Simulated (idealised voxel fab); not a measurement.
Documented hereafter: the process module known as voxel gate over fins.
The cross-section shown here is cut; it is 295 nm wide and divided into square cells measuring 5 nm on a side.
Throughout this document, each cross-section is represented as a grid of square cells and is presented as a sequence of bands enumerated from the top downward, where a band comprises one or more rows of cells. For a band, the entry starts with two heights in nm, that of the top and then that of the bottom, and carries on with the band's materials in order from left to right, each alongside its width in nm; the word "edge to edge" beside a single material means it fills the band edge to edge, and "empty" means empty space. Heights from 0 (as-received wafer is one material below). Bottom band endless downward, as "z 0 and below". Width: "30 to 40" (first number = top row, second number = bottom row, same change from row to row of cells). For the purposes of this document, the phrase "no change" attached to a step denotes that no cell within the cross-section was modified by that step. So "Sealed cavities" is basically the list of trapped voids: any empty space of 8 cells or more that can't reach the top through an opening. They're written width x height at distance, the distance being from the left edge, and it's all nm. Heads up: the bit after the settings on a step's line is the simulator's remark on that step. "overlay nm" denotes, for a step that has a mask, the displacement of the mask to the right of its planned place, with negative values corresponding to the left.

### So here's the lineup of process steps we planned
- 1: RECEIVE (material Si)
- 2: CONFORMAL_DEP (material SiN; thk nm 5)
- 3: MASKED_ETCH (tone cover; mask id FINS; width nm 15; pitch nm 40; etch materials SiN; depth nm 5; overlay nm 0)
- 4: MASKED_ETCH (tone cover; mask id FINS; width nm 15; pitch nm 40; etch materials Si; depth nm 35; overlay nm 0)
- 5: OXIDIZE (depth nm 5)
- 6: FILL_DEP (material SiO2; thk nm 15)
- 7: CMP (height nm 5)
- 8: SELECTIVE_ETCH (etch materials SiO2; depth nm 15)
- 9: STRIP (etch materials SiN)
- 10: CONFORMAL_DEP (material HfO2; thk nm 5)
- 11: CONFORMAL_DEP (material TiN; thk nm 5)
- 12: CONFORMAL_DEP (material TiAl; thk nm 5)
- 13: CONFORMAL_DEP (material TiN; thk nm 5)
- 14: FILL_DEP (material W; thk nm 15)
- 15: CMP (height nm 30)
- 16: CONFORMAL_DEP (material SiN; thk nm 10)

### Cross-section of the wafer at receipt, which is the condition after step 1
> z 0 and below | Si edge to edge
> Sealed cavities: none

### first wafer at the end, as planned
> z 40 to 30 | SiN edge to edge
> z 30 to 20 | W edge to edge
> z 20 to 15 | W: 105 / TiN: 85 / W: 105
> z 15 to 10 | W: 105 / TiN: 5 / TiAl: 35 / TiN: 5 / TiAl: 35 / TiN: 5 / W: 105
> z 10 to 5 | TiN: 110 / TiAl: 5 / TiN: 25 / TiAl: 5 / TiN: 5 / TiAl: 5 / TiN: 25 / TiAl: 5 / TiN: 110
> z 5 to 0 | TiAl: 115 / TiN: 5 / HfO2: 15 / TiN: 5 / TiAl: 15 / TiN: 5 / HfO2: 15 / TiN: 5 / TiAl: 115
> z 0 to -5 | TiN: 120 / HfO2: 5 / Si: 5 / HfO2: 5 / TiN: 25 / HfO2: 5 / Si: 5 / HfO2: 5 / TiN: 120
> z -5 to -10 | HfO2: 125 / Si: 5 / HfO2: 35 / Si: 5 / HfO2: 125
> z -10 to -40 | SiO2: 125 / Si: 5 / SiO2: 35 / Si: 5 / SiO2: 125
> z -40 and below | Si edge to edge
> Sealed cavities: none

### Cross-sectional image of the second wafer of the two following completion of the module. Starting state and process plan were the same as for the first wafer; one execution error occurred
> z 40 to 30 | SiN edge to edge
> z 30 to 15 | W edge to edge
> z 15 to 10 | W: 110 / TiN: 35 / W: 5 / TiN: 35 / W: 110
> z 10 to 5 | W: 110 / TiN: 5 / TiAl: 25 / TiN: 5 / W: 5 / TiN: 5 / TiAl: 25 / TiN: 5 / W: 110
> z 5 to 0 | TiN: 115 / TiAl: 5 / HfO2: 15 / TiAl: 5 / TiN: 15 / TiAl: 5 / HfO2: 15 / TiAl: 5 / TiN: 115
> z 0 to -5 | TiAl: 120 / HfO2: 5 / Si: 5 / HfO2: 5 / TiAl: 25 / HfO2: 5 / Si: 5 / HfO2: 5 / TiAl: 120
> z -5 to -10 | HfO2: 125 / Si: 5 / HfO2: 35 / Si: 5 / HfO2: 125
> z -10 to -40 | SiO2: 125 / Si: 5 / SiO2: 35 / Si: 5 / SiO2: 125
> z -40 and below | Si edge to edge
> Sealed cavities: none
Heads up, the wafer didn't run the way we planned it: step 11 of the plan was jumped over and never run
FYI, end of process, the second wafer has more or fewer cells of some materials than the first: -65 TiN, +65 W
